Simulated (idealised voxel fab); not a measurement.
Process module, titled voxel transistor to metal
Cross-section cut spans 285 nm and uses square cells 5 nm in size.
Heads up, the way a cross-section reads in here is a grid of square cells, handed over as bands from the top down, with every band being one or more rows of cells. Band entry format. Leading values: height of top, height of bottom, nm. Remainder: materials in left-to-right order, each with its width in nm. Special words: "full width" on a single material, which then fills the band edge to edge; "empty", empty space. Heights are reckoned from 0. Under this level, the received wafer is all of one material. The bottommost band is open-ended downward, for example "0 and below". The width entry "30..40" should be interpreted row by row: the top row of cells in the band takes the first number, the bottom row takes the second number, and the change between adjacent rows is uniform throughout. When a step is marked "nothing different", none of the cells in the cross-section changed during that step. In "Listed closed voids" the enclosed voids are listed, meaning empty spaces of 8 cells or larger without any opening to the top. The form is width x height at distance, distance from the left edge, units nm. If you see something after the settings on a step's line, that's the simulator's own remark about that step. When a step includes a mask, the "overlay nm" setting on its line states how far to the right of its planned place that mask lay, and negative values state how far to the left. In what follows, pairs of cross-sections are presented, each taken before and after one process step, with the after cross-section shown only down to the lowest band that was altered; the step, together with its settings, is stated below the pair. The pairs may stem from different runs of this module on the same starting wafer; accordingly, a pair should be taken as continuing from the one above it solely where its entry headed "Prior state" indicates as much.

## Prior state
* 25 down to 15  empty 50 nm  SiN 10 nm  SiCN 30 nm  SiN 10 nm  empty 90 nm  SiN 10 nm  SiCN 30 nm  SiN 10 nm  empty 45 nm
* 15 down to 5  empty 50 nm  SiN 10 nm  polySi 30 nm  SiN 10 nm  empty 90 nm  SiN 10 nm  polySi 30 nm  SiN 10 nm  empty 45 nm
* 5 down to 0  empty 10 nm  SiN 10 nm  empty 30 nm  SiN 10 nm  polySi 30 nm  SiN 10 nm  empty 25 nm  SiN 10 nm  empty 15 nm  SiN 10 nm  empty 30 nm  SiN 10 nm  polySi 30 nm  SiN 10 nm  empty 25 nm  SiN 10 nm  empty 10 nm
* 0 down to -5  SiO2 10 nm  SiN 10 nm  empty 30 nm  SiN 10 nm  polySi 30 nm  SiN 10 nm  empty 25 nm  SiN 10 nm  SiO2 15 nm  SiN 10 nm  empty 30 nm  SiN 10 nm  polySi 30 nm  SiN 10 nm  empty 25 nm  SiN 10 nm  SiO2 10 nm
* -5 down to -10  SiO2 20 nm  empty 30 nm  SiO2 50 nm  empty 25 nm  SiO2 35 nm  empty 30 nm  SiO2 50 nm  empty 25 nm  SiO2 20 nm
* -10 down to -40  SiO2 20 nm  Si 105 nm  SiO2 35 nm  Si 105 nm  SiO2 20 nm
* -40 and below  Si full width
* Listed closed voids: none

## Post-Step Appearance
* 25 down to 15  empty 50 nm  SiN 10 nm  SiCN 30 nm  SiN 10 nm  empty 90 nm  SiN 10 nm  SiCN 30 nm  SiN 10 nm  empty 45 nm
* 15 down to 5  empty 50 nm  SiN 10 nm  polySi 30 nm  SiN 10 nm  empty 90 nm  SiN 10 nm  polySi 30 nm  SiN 10 nm  empty 45 nm
* 5 down to 0  empty 10 nm  SiN 10 nm  empty 30 nm  SiN 10 nm  polySi 30 nm  SiN 10 nm  empty 25 nm  SiN 10 nm  empty 15 nm  SiN 10 nm  empty 30 nm  SiN 10 nm  polySi 30 nm  SiN 10 nm  empty 25 nm  SiN 10 nm  empty 10 nm
* 0 down to -5  SiO2 10 nm  SiN 10 nm  empty 30 nm  SiN 10 nm  polySi 30 nm  SiN 10 nm  empty 25 nm  SiN 10 nm  SiO2 15 nm  SiN 10 nm  empty 30 nm  SiN 10 nm  polySi 30 nm  SiN 10 nm  empty 25 nm  SiN 10 nm  SiO2 10 nm
* -5 down to -10  SiO2 20 nm  empty 30 nm  SiO2 50 nm  empty 25 nm  SiO2 35 nm  empty 30 nm  SiO2 50 nm  empty 25 nm  SiO2 20 nm
* -10 down to -25  SiO2 20 nm  empty 30 nm  Si 50 nm  empty 25 nm  SiO2 35 nm  empty 30 nm  Si 50 nm  empty 25 nm  SiO2 20 nm
* Under -25: no change, same as before.
* Listed closed voids: none
Between the two cross-sections shown above lies DIRECTIONAL_ETCH, etch materials Si, depth nm 15

Prior state: as in the pair right above, post-step view.

## Post-Step Appearance
* 25 down to 15  empty 50 nm  SiN 10 nm  SiCN 30 nm  SiN 10 nm  empty 90 nm  SiN 10 nm  SiCN 30 nm  SiN 10 nm  empty 45 nm
* 15 down to 5  empty 50 nm  SiN 10 nm  polySi 30 nm  SiN 10 nm  empty 90 nm  SiN 10 nm  polySi 30 nm  SiN 10 nm  empty 45 nm
* 5 down to 0  empty 10 nm  SiN 10 nm  empty 15 nm  SiGe 15 nm  SiN 10 nm  polySi 30 nm  SiN 10 nm  SiGe 15 nm  empty 10 nm  SiN 10 nm  empty 15 nm  SiN 10 nm  empty 15 nm  SiGe 15 nm  SiN 10 nm  polySi 30 nm  SiN 10 nm  SiGe 15 nm  empty 10 nm  SiN 10 nm  empty 10 nm
* 0 down to -5  SiO2 10 nm  SiN 10 nm  empty 15 nm  SiGe 15 nm  SiN 10 nm  polySi 30 nm  SiN 10 nm  SiGe 15 nm  empty 10 nm  SiN 10 nm  SiO2 15 nm  SiN 10 nm  empty 15 nm  SiGe 15 nm  SiN 10 nm  polySi 30 nm  SiN 10 nm  SiGe 15 nm  empty 10 nm  SiN 10 nm  SiO2 10 nm
* -5 down to -10  SiO2 20 nm  empty 15 nm  SiGe 15 nm  SiO2 50 nm  SiGe 15 nm  empty 10 nm  SiO2 35 nm  empty 15 nm  SiGe 15 nm  SiO2 50 nm  SiGe 15 nm  empty 10 nm  SiO2 20 nm
* -10 down to -25  SiO2 20 nm  SiGe 30 nm  Si 50 nm  SiGe 25 nm  SiO2 35 nm  SiGe 30 nm  Si 50 nm  SiGe 25 nm  SiO2 20 nm
* Under -25: no change, same as before.
* Listed closed voids: none
Between the two cross-sections shown above lies EPI, material SiGe, thk nm 15

Prior state: as in the pair right above, post-step view.

## Post-Step Appearance
* 30 down to 25  SiO2 full width
* 25 down to 15  SiO2 50 nm  SiN 10 nm  SiCN 30 nm  SiN 10 nm  SiO2 90 nm  SiN 10 nm  SiCN 30 nm  SiN 10 nm  SiO2 45 nm
* 15 down to 5  SiO2 50 nm  SiN 10 nm  polySi 30 nm  SiN 10 nm  SiO2 90 nm  SiN 10 nm  polySi 30 nm  SiN 10 nm  SiO2 45 nm
* 5 down to -5  SiO2 10 nm  SiN 10 nm  SiO2 15 nm  SiGe 15 nm  SiN 10 nm  polySi 30 nm  SiN 10 nm  SiGe 15 nm  SiO2 10 nm  SiN 10 nm  SiO2 15 nm  SiN 10 nm  SiO2 15 nm  SiGe 15 nm  SiN 10 nm  polySi 30 nm  SiN 10 nm  SiGe 15 nm  SiO2 10 nm  SiN 10 nm  SiO2 10 nm
* -5 down to -10  SiO2 35 nm  SiGe 15 nm  SiO2 50 nm  SiGe 15 nm  SiO2 60 nm  SiGe 15 nm  SiO2 50 nm  SiGe 15 nm  SiO2 30 nm
* Under -10: no change, same as before.
* Listed closed voids: none
Between the two cross-sections shown above lies FILL_DEP, material SiO2, thk nm 5

Prior state: as in the pair right above, post-step view.

## Post-Step Appearance
* 15 down to 5  SiO2 50 nm  SiN 10 nm  polySi 30 nm  SiN 10 nm  SiO2 90 nm  SiN 10 nm  polySi 30 nm  SiN 10 nm  SiO2 45 nm
* Under 5: no change, same as before.
* Listed closed voids: none
Between the two cross-sections shown above lies CMP, height nm 15

Prior state: as in the pair right above, post-step view.

## Post-Step Appearance
* 15 down to 5  SiO2 50 nm  SiN 10 nm  empty 30 nm  SiN 10 nm  SiO2 90 nm  SiN 10 nm  empty 30 nm  SiN 10 nm  SiO2 45 nm
* 5 down to -5  SiO2 10 nm  SiN 10 nm  SiO2 15 nm  SiGe 15 nm  SiN 10 nm  empty 30 nm  SiN 10 nm  SiGe 15 nm  SiO2 10 nm  SiN 10 nm  SiO2 15 nm  SiN 10 nm  SiO2 15 nm  SiGe 15 nm  SiN 10 nm  empty 30 nm  SiN 10 nm  SiGe 15 nm  SiO2 10 nm  SiN 10 nm  SiO2 10 nm
* Under -5: no change, same as before.
* Listed closed voids: none
Between the two cross-sections shown above lies STRIP, etch materials polySi

Prior state: as in the pair right above, post-step view.

## Post-Step Appearance
* 15 down to 10  empty 50 nm  SiN 10 nm  empty 30 nm  SiN 10 nm  empty 90 nm  SiN 10 nm  empty 30 nm  SiN 10 nm  empty 45 nm
* 10 down to 5  SiO2 50 nm  SiN 10 nm  empty 30 nm  SiN 10 nm  SiO2 90 nm  SiN 10 nm  empty 30 nm  SiN 10 nm  SiO2 45 nm
* 5 down to -5  SiO2 10 nm  SiN 10 nm  SiO2 15 nm  SiGe 15 nm  SiN 10 nm  empty 30 nm  SiN 10 nm  SiGe 15 nm  SiO2 10 nm  SiN 10 nm  SiO2 15 nm  SiN 10 nm  SiO2 15 nm  SiGe 15 nm  SiN 10 nm  empty 30 nm  SiN 10 nm  SiGe 15 nm  SiO2 10 nm  SiN 10 nm  SiO2 10 nm
* -5 down to -10  SiO2 35 nm  SiGe 15 nm  SiO2 5 nm  empty 40 nm  SiO2 5 nm  SiGe 15 nm  SiO2 60 nm  SiGe 15 nm  SiO2 5 nm  empty 40 nm  SiO2 5 nm  SiGe 15 nm  SiO2 30 nm
* Under -10: no change, same as before.
* Listed closed voids: none
Between the two cross-sections shown above lies SELECTIVE_ETCH, etch materials SiO2, depth nm 5

Prior state: as in the pair right above, post-step view.

## Post-Step Appearance
* 20 down to 15  empty 45 nm  HfO2 20 nm  empty 20 nm  HfO2 20 nm  empty 80 nm  HfO2 20 nm  empty 20 nm  HfO2 20 nm  empty 40 nm
* 15 down to 10  HfO2 50 nm  SiN 10 nm  HfO2 5 nm  empty 20 nm  HfO2 5 nm  SiN 10 nm  HfO2 90 nm  SiN 10 nm  HfO2 5 nm  empty 20 nm  HfO2 5 nm  SiN 10 nm  HfO2 45 nm
* 10 down to 5  SiO2 50 nm  SiN 10 nm  HfO2 5 nm  empty 20 nm  HfO2 5 nm  SiN 10 nm  SiO2 90 nm  SiN 10 nm  HfO2 5 nm  empty 20 nm  HfO2 5 nm  SiN 10 nm  SiO2 45 nm
* 5 down to -5  SiO2 10 nm  SiN 10 nm  SiO2 15 nm  SiGe 15 nm  SiN 10 nm  HfO2 5 nm  empty 20 nm  HfO2 5 nm  SiN 10 nm  SiGe 15 nm  SiO2 10 nm  SiN 10 nm  SiO2 15 nm  SiN 10 nm  SiO2 15 nm  SiGe 15 nm  SiN 10 nm  HfO2 5 nm  empty 20 nm  HfO2 5 nm  SiN 10 nm  SiGe 15 nm  SiO2 10 nm  SiN 10 nm  SiO2 10 nm
* -5 down to -10  SiO2 35 nm  SiGe 15 nm  SiO2 5 nm  HfO2 40 nm  SiO2 5 nm  SiGe 15 nm  SiO2 60 nm  SiGe 15 nm  SiO2 5 nm  HfO2 40 nm  SiO2 5 nm  SiGe 15 nm  SiO2 30 nm
* Under -10: no change, same as before.
* Listed closed voids: none
Between the two cross-sections shown above lies CONFORMAL_DEP, material HfO2, thk nm 5

Prior state: as in the pair right above, post-step view.

## Post-Step Appearance
* 25 down to 20  empty 40 nm  TiN 30 nm  empty 10 nm  TiN 30 nm  empty 70 nm  TiN 30 nm  empty 10 nm  TiN 30 nm  empty 35 nm
* 20 down to 15  TiN 45 nm  HfO2 20 nm  TiN 5 nm  empty 10 nm  TiN 5 nm  HfO2 20 nm  TiN 80 nm  HfO2 20 nm  TiN 5 nm  empty 10 nm  TiN 5 nm  HfO2 20 nm  TiN 40 nm
* 15 down to 10  HfO2 50 nm  SiN 10 nm  HfO2 5 nm  TiN 5 nm  empty 10 nm  TiN 5 nm  HfO2 5 nm  SiN 10 nm  HfO2 90 nm  SiN 10 nm  HfO2 5 nm  TiN 5 nm  empty 10 nm  TiN 5 nm  HfO2 5 nm  SiN 10 nm  HfO2 45 nm
* 10 down to 5  SiO2 50 nm  SiN 10 nm  HfO2 5 nm  TiN 5 nm  empty 10 nm  TiN 5 nm  HfO2 5 nm  SiN 10 nm  SiO2 90 nm  SiN 10 nm  HfO2 5 nm  TiN 5 nm  empty 10 nm  TiN 5 nm  HfO2 5 nm  SiN 10 nm  SiO2 45 nm
* 5 down to 0  SiO2 10 nm  SiN 10 nm  SiO2 15 nm  SiGe 15 nm  SiN 10 nm  HfO2 5 nm  TiN 5 nm  empty 10 nm  TiN 5 nm  HfO2 5 nm  SiN 10 nm  SiGe 15 nm  SiO2 10 nm  SiN 10 nm  SiO2 15 nm  SiN 10 nm  SiO2 15 nm  SiGe 15 nm  SiN 10 nm  HfO2 5 nm  TiN 5 nm  empty 10 nm  TiN 5 nm  HfO2 5 nm  SiN 10 nm  SiGe 15 nm  SiO2 10 nm  SiN 10 nm  SiO2 10 nm
* 0 down to -5  SiO2 10 nm  SiN 10 nm  SiO2 15 nm  SiGe 15 nm  SiN 10 nm  HfO2 5 nm  TiN 20 nm  HfO2 5 nm  SiN 10 nm  SiGe 15 nm  SiO2 10 nm  SiN 10 nm  SiO2 15 nm  SiN 10 nm  SiO2 15 nm  SiGe 15 nm  SiN 10 nm  HfO2 5 nm  TiN 20 nm  HfO2 5 nm  SiN 10 nm  SiGe 15 nm  SiO2 10 nm  SiN 10 nm  SiO2 10 nm
* Under -5: no change, same as before.
* Listed closed voids: none
Between the two cross-sections shown above lies CONFORMAL_DEP, material TiN, thk nm 5

Prior state: as in the pair right above, post-step view.

## Post-Step Appearance
* 30 down to 25  W full width
* 25 down to 20  W 40 nm  TiN 30 nm  W 10 nm  TiN 30 nm  W 70 nm  TiN 30 nm  W 10 nm  TiN 30 nm  W 35 nm
* 20 down to 15  TiN 45 nm  HfO2 20 nm  TiN 5 nm  W 10 nm  TiN 5 nm  HfO2 20 nm  TiN 80 nm  HfO2 20 nm  TiN 5 nm  W 10 nm  TiN 5 nm  HfO2 20 nm  TiN 40 nm
* 15 down to 10  HfO2 50 nm  SiN 10 nm  HfO2 5 nm  TiN 5 nm  W 10 nm  TiN 5 nm  HfO2 5 nm  SiN 10 nm  HfO2 90 nm  SiN 10 nm  HfO2 5 nm  TiN 5 nm  W 10 nm  TiN 5 nm  HfO2 5 nm  SiN 10 nm  HfO2 45 nm
* 10 down to 5  SiO2 50 nm  SiN 10 nm  HfO2 5 nm  TiN 5 nm  W 10 nm  TiN 5 nm  HfO2 5 nm  SiN 10 nm  SiO2 90 nm  SiN 10 nm  HfO2 5 nm  TiN 5 nm  W 10 nm  TiN 5 nm  HfO2 5 nm  SiN 10 nm  SiO2 45 nm
* 5 down to 0  SiO2 10 nm  SiN 10 nm  SiO2 15 nm  SiGe 15 nm  SiN 10 nm  HfO2 5 nm  TiN 5 nm  W 10 nm  TiN 5 nm  HfO2 5 nm  SiN 10 nm  SiGe 15 nm  SiO2 10 nm  SiN 10 nm  SiO2 15 nm  SiN 10 nm  SiO2 15 nm  SiGe 15 nm  SiN 10 nm  HfO2 5 nm  TiN 5 nm  W 10 nm  TiN 5 nm  HfO2 5 nm  SiN 10 nm  SiGe 15 nm  SiO2 10 nm  SiN 10 nm  SiO2 10 nm
* Under 0: no change, same as before.
* Listed closed voids: none
Between the two cross-sections shown above lies FILL_DEP, material W, thk nm 5

Prior state: as in the pair right above, post-step view.

## Post-Step Appearance
* 10 down to 5  SiO2 50 nm  SiN 10 nm  HfO2 5 nm  TiN 5 nm  W 10 nm  TiN 5 nm  HfO2 5 nm  SiN 10 nm  SiO2 90 nm  SiN 10 nm  HfO2 5 nm  TiN 5 nm  W 10 nm  TiN 5 nm  HfO2 5 nm  SiN 10 nm  SiO2 45 nm
* Under 5: no change, same as before.
* Listed closed voids: none
Between the two cross-sections shown above lies CMP, height nm 10

Prior state: as in the pair right above, post-step view.

## Post-Step Appearance
* 25 down to 10  SiO2 full width
* Under 10: no change, same as before.
* Listed closed voids: none
Between the two cross-sections shown above lies DIRECTIONAL_DEP, material SiO2, thk nm 15

Prior state: as in the pair right above, post-step view.

## Post-Step Appearance
* 25 down to 10  SiO2 20 nm  empty 20 nm  SiO2 65 nm  empty 20 nm  SiO2 35 nm  empty 20 nm  SiO2 65 nm  empty 20 nm  SiO2 20 nm
* 10 down to 5  SiO2 20 nm  empty 20 nm  SiO2 10 nm  SiN 10 nm  HfO2 5 nm  TiN 5 nm  W 10 nm  TiN 5 nm  HfO2 5 nm  SiN 10 nm  SiO2 5 nm  empty 20 nm  SiO2 35 nm  empty 20 nm  SiO2 10 nm  SiN 10 nm  HfO2 5 nm  TiN 5 nm  W 10 nm  TiN 5 nm  HfO2 5 nm  SiN 10 nm  SiO2 5 nm  empty 20 nm  SiO2 20 nm
* 5 down to 0  SiO2 10 nm  SiN 10 nm  empty 15 nm  SiGe 15 nm  SiN 10 nm  HfO2 5 nm  TiN 5 nm  W 10 nm  TiN 5 nm  HfO2 5 nm  SiN 10 nm  SiGe 15 nm  empty 10 nm  SiN 10 nm  SiO2 15 nm  SiN 10 nm  empty 15 nm  SiGe 15 nm  SiN 10 nm  HfO2 5 nm  TiN 5 nm  W 10 nm  TiN 5 nm  HfO2 5 nm  SiN 10 nm  SiGe 15 nm  empty 10 nm  SiN 10 nm  SiO2 10 nm
* 0 down to -5  SiO2 10 nm  SiN 10 nm  empty 15 nm  SiGe 15 nm  SiN 10 nm  HfO2 5 nm  TiN 20 nm  HfO2 5 nm  SiN 10 nm  SiGe 15 nm  empty 10 nm  SiN 10 nm  SiO2 15 nm  SiN 10 nm  empty 15 nm  SiGe 15 nm  SiN 10 nm  HfO2 5 nm  TiN 20 nm  HfO2 5 nm  SiN 10 nm  SiGe 15 nm  empty 10 nm  SiN 10 nm  SiO2 10 nm
* -5 down to -10  SiO2 20 nm  empty 15 nm  SiGe 15 nm  SiO2 5 nm  HfO2 40 nm  SiO2 5 nm  SiGe 15 nm  empty 10 nm  SiO2 35 nm  empty 15 nm  SiGe 15 nm  SiO2 5 nm  HfO2 40 nm  SiO2 5 nm  SiGe 15 nm  empty 10 nm  SiO2 20 nm
* Under -10: no change, same as before.
* Listed closed voids: none
Between the two cross-sections shown above lies MASKED_ETCH, tone open, mask id CONTACT, width nm 20, etch materials SiO2, depth nm 35, overlay nm 0

Prior state: as in the pair right above, post-step view.

## Post-Step Appearance
* 30 down to 25  TiN 25 nm  empty 10 nm  TiN 75 nm  empty 10 nm  TiN 45 nm  empty 10 nm  TiN 75 nm  empty 10 nm  TiN 25 nm
* 25 down to 10  SiO2 20 nm  TiN 5 nm  empty 10 nm  TiN 5 nm  SiO2 65 nm  TiN 5 nm  empty 10 nm  TiN 5 nm  SiO2 35 nm  TiN 5 nm  empty 10 nm  TiN 5 nm  SiO2 65 nm  TiN 5 nm  empty 10 nm  TiN 5 nm  SiO2 20 nm
* 10 down to 5  SiO2 20 nm  TiN 5 nm  empty 5 nm  TiN 10 nm  SiO2 10 nm  SiN 10 nm  HfO2 5 nm  TiN 5 nm  W 10 nm  TiN 5 nm  HfO2 5 nm  SiN 10 nm  SiO2 5 nm  TiN 20 nm  SiO2 35 nm  TiN 5 nm  empty 5 nm  TiN 10 nm  SiO2 10 nm  SiN 10 nm  HfO2 5 nm  TiN 5 nm  W 10 nm  TiN 5 nm  HfO2 5 nm  SiN 10 nm  SiO2 5 nm  TiN 20 nm  SiO2 20 nm
* 5 down to 0  SiO2 10 nm  SiN 10 nm  TiN 5 nm  empty 5 nm  TiN 5 nm  SiGe 15 nm  SiN 10 nm  HfO2 5 nm  TiN 5 nm  W 10 nm  TiN 5 nm  HfO2 5 nm  SiN 10 nm  SiGe 15 nm  TiN 10 nm  SiN 10 nm  SiO2 15 nm  SiN 10 nm  TiN 5 nm  empty 5 nm  TiN 5 nm  SiGe 15 nm  SiN 10 nm  HfO2 5 nm  TiN 5 nm  W 10 nm  TiN 5 nm  HfO2 5 nm  SiN 10 nm  SiGe 15 nm  TiN 10 nm  SiN 10 nm  SiO2 10 nm
* 0 down to -5  SiO2 10 nm  SiN 10 nm  TiN 5 nm  empty 5 nm  TiN 5 nm  SiGe 15 nm  SiN 10 nm  HfO2 5 nm  TiN 20 nm  HfO2 5 nm  SiN 10 nm  SiGe 15 nm  TiN 10 nm  SiN 10 nm  SiO2 15 nm  SiN 10 nm  TiN 5 nm  empty 5 nm  TiN 5 nm  SiGe 15 nm  SiN 10 nm  HfO2 5 nm  TiN 20 nm  HfO2 5 nm  SiN 10 nm  SiGe 15 nm  TiN 10 nm  SiN 10 nm  SiO2 10 nm
* -5 down to -10  SiO2 20 nm  TiN 15 nm  SiGe 15 nm  SiO2 5 nm  HfO2 40 nm  SiO2 5 nm  SiGe 15 nm  TiN 10 nm  SiO2 35 nm  TiN 15 nm  SiGe 15 nm  SiO2 5 nm  HfO2 40 nm  SiO2 5 nm  SiGe 15 nm  TiN 10 nm  SiO2 20 nm
* Under -10: no change, same as before.
* Listed closed voids: none
Between the two cross-sections shown above lies CONFORMAL_DEP, material TiN, thk nm 5

Prior state: as in the pair right above, post-step view.

## Post-Step Appearance
* 35 down to 30  Ru full width
* 30 down to 25  TiN 25 nm  Ru 10 nm  TiN 75 nm  Ru 10 nm  TiN 45 nm  Ru 10 nm  TiN 75 nm  Ru 10 nm  TiN 25 nm
* 25 down to 10  SiO2 20 nm  TiN 5 nm  Ru 10 nm  TiN 5 nm  SiO2 65 nm  TiN 5 nm  Ru 10 nm  TiN 5 nm  SiO2 35 nm  TiN 5 nm  Ru 10 nm  TiN 5 nm  SiO2 65 nm  TiN 5 nm  Ru 10 nm  TiN 5 nm  SiO2 20 nm
* 10 down to 5  SiO2 20 nm  TiN 5 nm  Ru 5 nm  TiN 10 nm  SiO2 10 nm  SiN 10 nm  HfO2 5 nm  TiN 5 nm  W 10 nm  TiN 5 nm  HfO2 5 nm  SiN 10 nm  SiO2 5 nm  TiN 20 nm  SiO2 35 nm  TiN 5 nm  Ru 5 nm  TiN 10 nm  SiO2 10 nm  SiN 10 nm  HfO2 5 nm  TiN 5 nm  W 10 nm  TiN 5 nm  HfO2 5 nm  SiN 10 nm  SiO2 5 nm  TiN 20 nm  SiO2 20 nm
* 5 down to 0  SiO2 10 nm  SiN 10 nm  TiN 5 nm  Ru 5 nm  TiN 5 nm  SiGe 15 nm  SiN 10 nm  HfO2 5 nm  TiN 5 nm  W 10 nm  TiN 5 nm  HfO2 5 nm  SiN 10 nm  SiGe 15 nm  TiN 10 nm  SiN 10 nm  SiO2 15 nm  SiN 10 nm  TiN 5 nm  Ru 5 nm  TiN 5 nm  SiGe 15 nm  SiN 10 nm  HfO2 5 nm  TiN 5 nm  W 10 nm  TiN 5 nm  HfO2 5 nm  SiN 10 nm  SiGe 15 nm  TiN 10 nm  SiN 10 nm  SiO2 10 nm
* 0 down to -5  SiO2 10 nm  SiN 10 nm  TiN 5 nm  Ru 5 nm  TiN 5 nm  SiGe 15 nm  SiN 10 nm  HfO2 5 nm  TiN 20 nm  HfO2 5 nm  SiN 10 nm  SiGe 15 nm  TiN 10 nm  SiN 10 nm  SiO2 15 nm  SiN 10 nm  TiN 5 nm  Ru 5 nm  TiN 5 nm  SiGe 15 nm  SiN 10 nm  HfO2 5 nm  TiN 20 nm  HfO2 5 nm  SiN 10 nm  SiGe 15 nm  TiN 10 nm  SiN 10 nm  SiO2 10 nm
* Under -5: no change, same as before.
* Listed closed voids: none
Between the two cross-sections shown above lies FILL_DEP, material Ru, thk nm 5

Prior state: as in the pair right above, post-step view.

## Post-Step Appearance
* 25 down to 10  SiO2 20 nm  TiN 5 nm  Ru 10 nm  TiN 5 nm  SiO2 65 nm  TiN 5 nm  Ru 10 nm  TiN 5 nm  SiO2 35 nm  TiN 5 nm  Ru 10 nm  TiN 5 nm  SiO2 65 nm  TiN 5 nm  Ru 10 nm  TiN 5 nm  SiO2 20 nm
* Under 10: no change, same as before.
* Listed closed voids: none
Between the two cross-sections shown above lies CMP, height nm 25

Prior state: as in the pair right above, post-step view.

## Post-Step Appearance
* 30 down to 25  SiCN full width
* Under 25: no change, same as before.
* Listed closed voids: none
Between the two cross-sections shown above lies CONFORMAL_DEP, material SiCN, thk nm 5

Prior state: as in the pair right above, post-step view.

## Post-Step Appearance
* 55 down to 30  SiO2 full width
* Under 30: no change, same as before.
* Listed closed voids: none
Between the two cross-sections shown above lies DIRECTIONAL_DEP, material SiO2, thk nm 25

Prior state: as in the pair right above, post-step view.

## Post-Step Appearance
* 65 down to 55  aC full width
* Under 55: no change, same as before.
* Listed closed voids: none
Between the two cross-sections shown above lies DIRECTIONAL_DEP, material aC, thk nm 10

Prior state: as in the pair right above, post-step view.

## Post-Step Appearance
* 95 down to 65  resist 20 nm  empty 20 nm  resist 65 nm  empty 20 nm  resist 35 nm  empty 20 nm  resist 65 nm  empty 20 nm  resist 20 nm
* Under 65: no change, same as before.
* Listed closed voids: none
Between the two cross-sections shown above lies PATTERN, tone open, mask id METAL_1, material resist, width nm 20, thk nm 30, overlay nm 0

Prior state: as in the pair right above, post-step view.

## Post-Step Appearance
* 85 down to 65  resist 20 nm  empty 20 nm  resist 65 nm  empty 20 nm  resist 35 nm  empty 20 nm  resist 65 nm  empty 20 nm  resist 20 nm
* 65 down to 55  aC 20 nm  empty 20 nm  aC 65 nm  empty 20 nm  aC 35 nm  empty 20 nm  aC 65 nm  empty 20 nm  aC 20 nm
* Under 55: no change, same as before.
* Listed closed voids: none
Between the two cross-sections shown above lies DIRECTIONAL_ETCH, etch materials aC, depth nm 10

Prior state: as in the pair right above, post-step view.

## Post-Step Appearance
* 65 down to 55  aC 20 nm  empty 20 nm  aC 65 nm  empty 20 nm  aC 35 nm  empty 20 nm  aC 65 nm  empty 20 nm  aC 20 nm
* Under 55: no change, same as before.
* Listed closed voids: none
Between the two cross-sections shown above lies STRIP, etch materials resist

Prior state: as in the pair right above, post-step view.

## Post-Step Appearance
* 65 down to 55  aC 20 nm  empty 20 nm  aC 65 nm  empty 20 nm  aC 35 nm  empty 20 nm  aC 65 nm  empty 20 nm  aC 20 nm
* 55 down to 30  SiO2 20 nm  empty 20 nm  SiO2 65 nm  empty 20 nm  SiO2 35 nm  empty 20 nm  SiO2 65 nm  empty 20 nm  SiO2 20 nm
* Under 30: no change, same as before.
* Listed closed voids: none
Between the two cross-sections shown above lies DIRECTIONAL_ETCH, etch materials SiO2, depth nm 25

Prior state: as in the pair right above, post-step view.

## Post-Step Appearance
* 65 down to 55  aC 20 nm  empty 20 nm  aC 65 nm  empty 20 nm  aC 35 nm  empty 20 nm  aC 65 nm  empty 20 nm  aC 20 nm
* 55 down to 30  SiO2 20 nm  empty 20 nm  SiO2 65 nm  empty 20 nm  SiO2 35 nm  empty 20 nm  SiO2 65 nm  empty 20 nm  SiO2 20 nm
* 30 down to 25  SiCN 20 nm  empty 20 nm  SiCN 65 nm  empty 20 nm  SiCN 35 nm  empty 20 nm  SiCN 65 nm  empty 20 nm  SiCN 20 nm
* Under 25: no change, same as before.
* Listed closed voids: none
Between the two cross-sections shown above lies DIRECTIONAL_ETCH, etch materials SiCN, depth nm 5

Prior state: as in the pair right above, post-step view.

## Post-Step Appearance
* 55 down to 30  SiO2 20 nm  empty 20 nm  SiO2 65 nm  empty 20 nm  SiO2 35 nm  empty 20 nm  SiO2 65 nm  empty 20 nm  SiO2 20 nm
* Under 30: no change, same as before.
* Listed closed voids: none
Between the two cross-sections shown above lies STRIP, etch materials aC

Prior state: as in the pair right above, post-step view.

## Post-Step Appearance
* 60 down to 55  TiN 25 nm  empty 10 nm  TiN 75 nm  empty 10 nm  TiN 45 nm  empty 10 nm  TiN 75 nm  empty 10 nm  TiN 25 nm
* 55 down to 30  SiO2 20 nm  TiN 5 nm  empty 10 nm  TiN 5 nm  SiO2 65 nm  TiN 5 nm  empty 10 nm  TiN 5 nm  SiO2 35 nm  TiN 5 nm  empty 10 nm  TiN 5 nm  SiO2 65 nm  TiN 5 nm  empty 10 nm  TiN 5 nm  SiO2 20 nm
* 30 down to 25  SiCN 20 nm  TiN 20 nm  SiCN 65 nm  TiN 20 nm  SiCN 35 nm  TiN 20 nm  SiCN 65 nm  TiN 20 nm  SiCN 20 nm
* Under 25: no change, same as before.
* Listed closed voids: none
Between the two cross-sections shown above lies CONFORMAL_DEP, material TiN, thk nm 5

Prior state: as in the pair right above, post-step view.

## Post-Step Appearance
* 65 down to 60  W full width
* 60 down to 55  TiN 25 nm  W 10 nm  TiN 75 nm  W 10 nm  TiN 45 nm  W 10 nm  TiN 75 nm  W 10 nm  TiN 25 nm
* 55 down to 30  SiO2 20 nm  TiN 5 nm  W 10 nm  TiN 5 nm  SiO2 65 nm  TiN 5 nm  W 10 nm  TiN 5 nm  SiO2 35 nm  TiN 5 nm  W 10 nm  TiN 5 nm  SiO2 65 nm  TiN 5 nm  W 10 nm  TiN 5 nm  SiO2 20 nm
* Under 30: no change, same as before.
* Listed closed voids: none
Between the two cross-sections shown above lies FILL_DEP, material W, thk nm 5

Prior state: as in the pair right above, post-step view.

## Post-Step Appearance
* 55 down to 30  SiO2 20 nm  TiN 5 nm  W 10 nm  TiN 5 nm  SiO2 65 nm  TiN 5 nm  W 10 nm  TiN 5 nm  SiO2 35 nm  TiN 5 nm  W 10 nm  TiN 5 nm  SiO2 65 nm  TiN 5 nm  W 10 nm  TiN 5 nm  SiO2 20 nm
* Under 30: no change, same as before.
* Listed closed voids: none
Between the two cross-sections shown above lies CMP, height nm 55

Prior state: as in the pair right above, post-step view.

## Post-Step Appearance
* 60 down to 55  SiCN full width
* Under 55: no change, same as before.
* Listed closed voids: none
Between the two cross-sections shown above lies CONFORMAL_DEP, material SiCN, thk nm 5

Prior state: as in the pair right above, post-step view.

## Post-Step Appearance
* 85 down to 60  SiO2 full width
* Under 60: no change, same as before.
* Listed closed voids: none
Between the two cross-sections shown above lies DIRECTIONAL_DEP, material SiO2, thk nm 25

Prior state: as in the pair right above, post-step view.

## Post-Step Appearance
* 85 down to 60  SiO2 20 nm  empty 15 nm  SiO2 125 nm  empty 15 nm  SiO2 110 nm
* Under 60: no change, same as before.
* Listed closed voids: none
Between the two cross-sections shown above lies MASKED_ETCH, tone open, mask id METAL_2_HOLES, width nm 15, pitch nm 140, etch materials SiO2, depth nm 25, overlay nm 0
